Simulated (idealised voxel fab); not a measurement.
A process module follows: voxel ribs on slabs.
Each square cell in cross-section cut measures 5 nm, and the section as a whole is 215 nm wide.
For the purposes of this document, a cross-section shall be understood as a grid of square cells, specified as bands listed in top-to-bottom order, each band consisting of one or more rows of cells.
Within each band entry, the heights of the top and of the bottom of the band appear first, in that order and in nm; the materials of the band then follow from left to right, each with its corresponding width in nm. The designation "throughout" on a single material indicates that it fills the band from edge to edge; the designation "empty" indicates empty space.
Height reference: 0 = level under which incoming wafer is all one material. Lowest band: no bottom, runs on downward, e.g. "0 nm and below".
Width: "30->40" (first number = top row, second number = bottom row, same change from row to row of cells).
For the purposes of this document, the phrase "nothing was modified" attached to a step denotes that no cell within the cross-section was modified by that step.
So "Completely enclosed voids" is basically the list of trapped voids: any empty space of 8 cells or more that can't reach the top through an opening. They're written width x height at distance, the distance being from the left edge, and it's all nm.
Step line, after settings: the simulator's comment on this step.
overlay nm: for a step with a mask, the amount by which the mask lay right of where it was planned; a negative amount means left of it.

plan
- 1: RECEIVE [material Si]
- 2: DIRECTIONAL_DEP [material SiO2] [thk nm 20]
- 3: DIRECTIONAL_DEP [material SiN] [thk nm 25]
- 4: MASKED_ETCH [tone cover] [mask id RIB] [width nm 30] [etch materials SiN] [depth nm 10] [overlay nm 0]
- 5: MASKED_ETCH [tone cover] [mask id SLAB] [width nm 70] [etch materials SiN] [depth nm 15] [overlay nm 0]
- 6: FILL_DEP [material SiO2] [thk nm 20]
- 7: CMP [height nm 55]
- 8: DIRECTIONAL_DEP [material W] [thk nm 5]
- 9: MASKED_ETCH [tone cover] [mask id HEATER] [width nm 40] [etch materials W] [depth nm 5] [overlay nm 0]
- 10: CONFORMAL_DEP [material SiO2] [thk nm 5]

As-received wafer cross-section (after step 1)
* 0 nm and below = Si throughout
* Completely enclosed voids: none

Cross-sectional result after module completion. Note: starting condition and plan are unchanged from above; one processing mistake was made
* 65 nm to 60 nm = empty: 80, SiO2: 50, empty: 85
* 60 nm to 55 nm = SiO2: 85, W: 40, SiO2: 90
* 55 nm to 45 nm = SiO2: 70, SiN: 70, SiO2: 75
* 45 nm to 20 nm = SiN throughout
* 20 nm to 0 nm = SiO2 throughout
* 0 nm and below = Si throughout
* Completely enclosed voids: none
Finding, execution versus plan: in the plan, step 3 was performed twice
